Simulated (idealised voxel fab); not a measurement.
Module name: voxel wiring stack (process module)
The cross-section shown here is cut; it is 230 nm wide and divided into square cells measuring 5 nm on a side.
Just so we're on the same page, the cross-sections are grids of square cells, and they're listed out in bands top to bottom, each band one or more rows deep. A band entry consists of two parts. The first gives the height of the band's top and the height of its bottom, in nm. The rest lists the band's materials from left to right, each with its width in nm. A single material labelled with the word "everywhere" fills the band from edge to edge, and the word "air" marks empty space. Heights are reckoned from 0. Under this level, the received wafer is all of one material. The bottommost band is open-ended downward, for example "0 nm and below". The width entry "30..40" should be interpreted row by row: the top row of cells in the band takes the first number, the bottom row takes the second number, and the change between adjacent rows is uniform throughout. Basically "nothing different" means that step didn't change any cell in the cross-section. Entry "Fully enclosed voids". Content: empty spaces with no open connection to the top, size 8 cells or greater. Each: width x height at distance. Distance: from left edge. Unit: nm. Post-settings text on a step line: simulator's own remark regarding the step. On any step carrying a mask, the "overlay nm" setting, if present on the step's line, tells how far right of its planned place the mask lay; negative values point to the left.
Below is the list of planned process steps
| 1 | RECEIVE (material Si) |
| 2 | CONFORMAL_DEP (material SiO2; thk nm 10) |
| 3 | DIRECTIONAL_DEP (material TiN; thk nm 5) |
| 4 | DIRECTIONAL_DEP (material W; thk nm 20) |
| 5 | PATTERN (tone cover; mask id METAL_1; material resist; width nm 25; pitch nm 40; thk nm 20; overlay nm 0) |
| 6 | DIRECTIONAL_ETCH (etch materials W; depth nm 20) |
| 7 | DIRECTIONAL_ETCH (etch materials TiN; depth nm 5) |
| 8 | STRIP (etch materials resist) |
| 9 | CONFORMAL_DEP (material SiN; thk nm 5) |
| 10 | FILL_DEP (material SiO2; thk nm 10) |
| 11 | CMP (height nm 35) |
| 12 | CONFORMAL_DEP (material SiCN; thk nm 5) |
| 13 | DIRECTIONAL_DEP (material lowk; thk nm 15) |
| 14 | MASKED_ETCH (tone open; mask id PLUG_1; width nm 15; pitch nm 80; etch materials lowk; depth nm 15; overlay nm 0) |
| 15 | MASKED_ETCH (tone open; mask id PLUG_1; width nm 15; pitch nm 80; etch materials SiCN; depth nm 5; overlay nm 0) |
| 16 | EPI (material Ru; thk nm 10) |
| 17 | EPI (material Ru; thk nm 10) |
| 18 | DIRECTIONAL_DEP (material TiN; thk nm 5) |
| 19 | DIRECTIONAL_DEP (material Ru; thk nm 15) |
| 20 | DIRECTIONAL_DEP (material aC; thk nm 10) |
| 21 | PATTERN (tone cover; mask id METAL_2; material resist; width nm 25; pitch nm 40; thk nm 30; overlay nm 0) |
| 22 | DIRECTIONAL_ETCH (etch materials aC; depth nm 10) |
| 23 | STRIP (etch materials resist) |
| 24 | DIRECTIONAL_ETCH (etch materials Ru; depth nm 15) |
| 25 | DIRECTIONAL_ETCH (etch materials TiN; depth nm 5) |
| 26 | STRIP (etch materials aC) |
| 27 | CONFORMAL_DEP (material SiCN; thk nm 5) |
| 28 | FILL_DEP (material lowk; thk nm 5) |
| 29 | CMP (height nm 75) |
| 30 | CONFORMAL_DEP (material SiCN; thk nm 5) |
| 31 | DIRECTIONAL_DEP (material SiO2; thk nm 35) |
| 32 | MASKED_ETCH (tone open; mask id METAL_3_HOLES; width nm 15; pitch nm 40; etch materials SiO2; depth nm 35; overlay nm 0) |
| 33 | DIRECTIONAL_DEP (material aC; thk nm 15) |
| 34 | PATTERN (tone open; mask id METAL_3; material resist; width nm 25; pitch nm 40; thk nm 30; overlay nm 0) |
| 35 | DIRECTIONAL_ETCH (etch materials aC; depth nm 15) |
| 36 | STRIP (etch materials resist) |
| 37 | DIRECTIONAL_ETCH (etch materials SiO2; depth nm 20) |
| 38 | DIRECTIONAL_ETCH (etch materials SiCN; depth nm 5) |
| 39 | STRIP (etch materials aC) |
| 40 | CONFORMAL_DEP (material TiN; thk nm 5) |
| 41 | FILL_DEP (material Cu; thk nm 10) |
| 42 | CMP (height nm 115) |
| 43 | CONFORMAL_DEP (material SiCN; thk nm 5) |
| 44 | DIRECTIONAL_DEP (material lowk; thk nm 25) |
| 45 | DIRECTIONAL_DEP (material aC; thk nm 15) |
| 46 | PATTERN (tone open; mask id METAL_4_HOLES; material resist; width nm 15; pitch nm 40; thk nm 35; overlay nm 0) |
| 47 | DIRECTIONAL_ETCH (etch materials aC; depth nm 15) |
| 48 | STRIP (etch materials resist) |
| 49 | DIRECTIONAL_ETCH (etch materials lowk; depth nm 25) |
| 50 | STRIP (etch materials aC) |
| 51 | MASKED_ETCH (tone open; mask id METAL_4; width nm 25; pitch nm 40; etch materials lowk; depth nm 15; overlay nm 0) |
| 52 | MASKED_ETCH (tone open; mask id METAL_4; width nm 25; pitch nm 40; etch materials SiCN; depth nm 5; overlay nm 0) |
| 53 | CONFORMAL_DEP (material TiN; thk nm 5) |
| 54 | FILL_DEP (material Ru; thk nm 10) |
| 55 | CMP (height nm 145) |
| 56 | CONFORMAL_DEP (material SiCN; thk nm 5) |
Cross-section of the wafer upon arrival, representing the state reached after step 1
* 0 nm and below = Si everywhere
* Fully enclosed voids: none
The first of two wafers, cross-sectioned at the end of the module, with the run proceeding as planned
* 150 nm to 145 nm = SiCN everywhere
* 145 nm to 135 nm = lowk: 60; TiN: 5; Ru: 15; TiN: 5; lowk: 15; TiN: 5; Ru: 15; TiN: 5; lowk: 15; TiN: 5; Ru: 15; TiN: 5; lowk: 65
* 135 nm to 130 nm = lowk: 60; TiN: 5; Ru: 5; TiN: 15; lowk: 15; TiN: 5; Ru: 5; TiN: 15; lowk: 15; TiN: 5; Ru: 5; TiN: 15; lowk: 65
* 130 nm to 120 nm = lowk: 60; TiN: 5; Ru: 5; TiN: 5; lowk: 25; TiN: 5; Ru: 5; TiN: 5; lowk: 25; TiN: 5; Ru: 5; TiN: 5; lowk: 75
* 120 nm to 115 nm = SiCN: 60; TiN: 15; SiCN: 25; TiN: 15; SiCN: 25; TiN: 15; SiCN: 75
* 115 nm to 100 nm = SiO2: 60; TiN: 5; Cu: 15; TiN: 5; SiO2: 15; TiN: 5; Cu: 15; TiN: 5; SiO2: 15; TiN: 5; Cu: 15; TiN: 5; SiO2: 65
* 100 nm to 95 nm = SiO2: 60; TiN: 5; Cu: 5; TiN: 15; SiO2: 15; TiN: 5; Cu: 5; TiN: 15; SiO2: 15; TiN: 5; Cu: 5; TiN: 15; SiO2: 65
* 95 nm to 80 nm = SiO2: 60; TiN: 5; Cu: 5; TiN: 5; SiO2: 25; TiN: 5; Cu: 5; TiN: 5; SiO2: 25; TiN: 5; Cu: 5; TiN: 5; SiO2: 75
* 80 nm to 75 nm = SiCN: 60; TiN: 15; SiCN: 25; TiN: 15; SiCN: 25; TiN: 15; SiCN: 75
* 75 nm to 60 nm = lowk: 55; SiCN: 5; Ru: 25; SiCN: 5; lowk: 5; SiCN: 5; Ru: 25; SiCN: 5; lowk: 5; SiCN: 5; Ru: 25; SiCN: 5; lowk: 60
* 60 nm to 55 nm = SiCN: 60; TiN: 25; SiCN: 15; TiN: 25; SiCN: 15; TiN: 25; SiCN: 65
* 55 nm to 40 nm = lowk: 60; Ru: 15; lowk: 65; Ru: 15; lowk: 75
* 40 nm to 35 nm = SiCN: 60; Ru: 15; SiCN: 65; Ru: 15; SiCN: 75
* 35 nm to 15 nm = SiO2: 55; SiN: 5; W: 25; SiN: 5; SiO2: 5; SiN: 5; W: 25; SiN: 5; SiO2: 5; SiN: 5; W: 25; SiN: 5; SiO2: 60
* 15 nm to 10 nm = SiN: 60; TiN: 25; SiN: 15; TiN: 25; SiN: 15; TiN: 25; SiN: 65
* 10 nm to 0 nm = SiO2 everywhere
* 0 nm and below = Si everywhere
* Fully enclosed voids: none
Presented here is a cross-section of the second of the two wafers as it stood at the end of the module. It was started in the same manner and assigned the same plan as the first wafer; however, one mistake was made in its execution
* 150 nm to 145 nm = SiCN everywhere
* 145 nm to 135 nm = Ru: 70; TiN: 5; lowk: 10; TiN: 5; Ru: 20; TiN: 5; lowk: 10; TiN: 5; Ru: 20; TiN: 5; lowk: 10; TiN: 5; Ru: 60
* 135 nm to 130 nm = TiN: 65; Ru: 5; TiN: 5; lowk: 10; TiN: 20; Ru: 5; TiN: 5; lowk: 10; TiN: 20; Ru: 5; TiN: 5; lowk: 10; TiN: 65
* 130 nm to 120 nm = lowk: 60; TiN: 5; Ru: 5; TiN: 5; lowk: 25; TiN: 5; Ru: 5; TiN: 5; lowk: 25; TiN: 5; Ru: 5; TiN: 5; lowk: 75
* 120 nm to 115 nm = SiCN: 60; TiN: 15; SiCN: 25; TiN: 15; SiCN: 25; TiN: 15; SiCN: 75
* 115 nm to 100 nm = SiO2: 60; TiN: 5; Cu: 15; TiN: 5; SiO2: 15; TiN: 5; Cu: 15; TiN: 5; SiO2: 15; TiN: 5; Cu: 15; TiN: 5; SiO2: 65
* 100 nm to 95 nm = SiO2: 60; TiN: 5; Cu: 5; TiN: 15; SiO2: 15; TiN: 5; Cu: 5; TiN: 15; SiO2: 15; TiN: 5; Cu: 5; TiN: 15; SiO2: 65
* 95 nm to 80 nm = SiO2: 60; TiN: 5; Cu: 5; TiN: 5; SiO2: 25; TiN: 5; Cu: 5; TiN: 5; SiO2: 25; TiN: 5; Cu: 5; TiN: 5; SiO2: 75
* 80 nm to 75 nm = SiCN: 60; TiN: 15; SiCN: 25; TiN: 15; SiCN: 25; TiN: 15; SiCN: 75
* 75 nm to 60 nm = lowk: 55; SiCN: 5; Ru: 25; SiCN: 5; lowk: 5; SiCN: 5; Ru: 25; SiCN: 5; lowk: 5; SiCN: 5; Ru: 25; SiCN: 5; lowk: 60
* 60 nm to 55 nm = SiCN: 60; TiN: 25; SiCN: 15; TiN: 25; SiCN: 15; TiN: 25; SiCN: 65
* 55 nm to 40 nm = lowk: 60; Ru: 15; lowk: 65; Ru: 15; lowk: 75
* 40 nm to 35 nm = SiCN: 60; Ru: 15; SiCN: 65; Ru: 15; SiCN: 75
* 35 nm to 15 nm = SiO2: 55; SiN: 5; W: 25; SiN: 5; SiO2: 5; SiN: 5; W: 25; SiN: 5; SiO2: 5; SiN: 5; W: 25; SiN: 5; SiO2: 60
* 15 nm to 10 nm = SiN: 60; TiN: 25; SiN: 15; TiN: 25; SiN: 15; TiN: 25; SiN: 65
* 10 nm to 0 nm = SiO2 everywhere
* 0 nm and below = Si everywhere
* Fully enclosed voids: none
Diagnosis: step 51: run off-plan, actual operation and settings MASKED_ETCH (tone cover; mask id METAL_4; width nm 25; pitch nm 40; etch materials lowk; depth nm 15; overlay nm 0)
Final comparison by cell count, materials where the second wafer has more or fewer than the first: 50 more of Ru | 25 more of TiN | 75 fewer of lowk
